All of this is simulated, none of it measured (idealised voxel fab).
process module | voxel capacitor over wiring
cross-section cut | 275 nm wide | cells 5 nm
A cross-section is a grid of square cells, given in bands from the top down. A band is one or more rows of cells.
Each band's line starts with the height of the band's top and of its bottom, in nm. Then come its materials from left to right, each with its width in nm. One material with "throughout" fills the band from edge to edge. "air" is empty space.
Height 0 is the level under which the wafer as received is all one material. The lowest band goes on downwards, as in "0 down".
A width such as "30 to 40" changes by the same amount from each row of cells to the next, from the band's top row to its bottom row.
"no change" after a step means that no cell of the cross-section changed.
closed voids: empty space of 8 cells or more with no open way to the top, each as width x height at its distance from the left edge, in nm
after a step's settings: what the simulator itself notes on the step
overlay nm, on a step with a mask: how far to the right of its planned place the mask lay; to the left if negative
plan
1 op RECEIVE | material Si
2 op CONFORMAL_DEP | material SiO2 | thk nm 10
3 op DIRECTIONAL_DEP | material TiN | thk nm 5
4 op DIRECTIONAL_DEP | material Ru | thk nm 15
5 op DIRECTIONAL_DEP | material aC | thk nm 10
6 op PATTERN | tone cover | mask id METAL_1 | material resist | width nm 25 | pitch nm 85 | thk nm 30 | overlay nm 0
7 op DIRECTIONAL_ETCH | etch materials aC | depth nm 10
8 op STRIP | etch materials resist
9 op DIRECTIONAL_ETCH | etch materials Ru | depth nm 15
10 op DIRECTIONAL_ETCH | etch materials TiN | depth nm 5
11 op STRIP | etch materials aC
12 op CONFORMAL_DEP | material SiN | thk nm 5
13 op FILL_DEP | material lowk | thk nm 5
14 op CMP | height nm 30
15 op CONFORMAL_DEP | material SiCN | thk nm 5
16 op DIRECTIONAL_DEP | material lowk | thk nm 20
17 op PATTERN | tone open | mask id PLUG_1 | material resist | width nm 15 | thk nm 15 | overlay nm 0
18 op DIRECTIONAL_ETCH | etch materials lowk | depth nm 20
19 op DIRECTIONAL_ETCH | etch materials SiCN | depth nm 5
20 op STRIP | etch materials resist
21 op EPI | material Ru | thk nm 10
22 op EPI | material Ru | thk nm 10
23 op EPI | material Ru | thk nm 5
24 op DIRECTIONAL_DEP | material TiN | thk nm 5
25 op DIRECTIONAL_DEP | material Al2O3 | thk nm 5
26 op DIRECTIONAL_DEP | material TiN | thk nm 5
27 op PATTERN | tone cover | mask id UPPER_PLATE | material resist | width nm 65 | thk nm 20 | overlay nm 0
28 op DIRECTIONAL_ETCH | etch materials TiN | depth nm 5
29 op DIRECTIONAL_ETCH | etch materials Al2O3 | depth nm 5
30 op STRIP | etch materials resist
31 op PATTERN | tone cover | mask id LOWER_PLATE | material resist | width nm 75 | thk nm 20 | overlay nm 0
32 op DIRECTIONAL_ETCH | etch materials TiN | depth nm 5
33 op STRIP | etch materials resist
34 op FILL_DEP | material SiO2 | thk nm 20
35 op CMP | height nm 85
36 op PATTERN | tone open | mask id PLUG_2 | material resist | width nm 15 | thk nm 20 | overlay nm 0
37 op DIRECTIONAL_ETCH | etch materials SiO2 | depth nm 15
38 op STRIP | etch materials resist
39 op CONFORMAL_DEP | material TiN | thk nm 5
40 op FILL_DEP | material W | thk nm 5
41 op CMP | height nm 85
42 op CONFORMAL_DEP | material SiCN | thk nm 5
as received, after step 1
  0 down: Si throughout
  closed voids: none
first wafer at the end, as planned
  90 to 85: SiCN throughout
  85 to 75: SiO2 100 | TiN 5 | W 5 | TiN 5 | SiO2 160
  75 to 65: SiO2 100 to 90 | TiN 15 to 65 | SiO2 160 to 120
  65 to 60: SiO2 90 | Al2O3 65 | SiO2 120
  60 to 55: SiO2 85 | TiN 75 | SiO2 115
  55 to 35: lowk 90 | Ru 15 | lowk 170
  35 to 30: SiCN 90 | Ru 15 | SiCN 170
  30 to 15: lowk 75 | SiN 5 | Ru 25 | SiN 5 | lowk 50 | SiN 5 | Ru 25 | SiN 5 | lowk 80
  15 to 10: SiN 80 | TiN 25 | SiN 60 | TiN 25 | SiN 85
  10 to 0: SiO2 throughout
  0 down: Si throughout
  closed voids: none
second wafer at the end: like start, like plan, one mistake
  90 to 85: SiCN throughout
  85 to 80: SiO2 100 | TiN 5 | W 5 | TiN 5 | SiO2 160
  80 to 75: SiO2 100 | TiN 15 | SiO2 160
  75 to 70: SiO2 90 | TiN 5 | SiO2 5 | TiN 55 | SiO2 120
  70 to 65: SiO2 90 | Al2O3 5 | TiN 5 | Al2O3 55 | SiO2 120
  65 to 60: Ru 95 | Al2O3 5 | Ru 175
  60 to 55: TiN 90 | Ru 15 | TiN 170
  55 to 50: lowk 90 | TiN 15 | lowk 170
  50 to 35: lowk 90 | Ru 15 | lowk 170
  35 to 30: SiCN 90 | Ru 15 | SiCN 170
  30 to 15: lowk 75 | SiN 5 | Ru 25 | SiN 5 | lowk 50 | SiN 5 | Ru 25 | SiN 5 | lowk 80
  15 to 10: SiN 80 | TiN 25 | SiN 60 | TiN 25 | SiN 85
  10 to 0: SiO2 throughout
  0 down: Si throughout
  closed voids: none
what went wrong: steps 23 and 24 were swapped
at the end the second wafer has, in cells: 54 more of Ru | 91 fewer of SiO2 | 38 more of TiN | 1 fewer of W
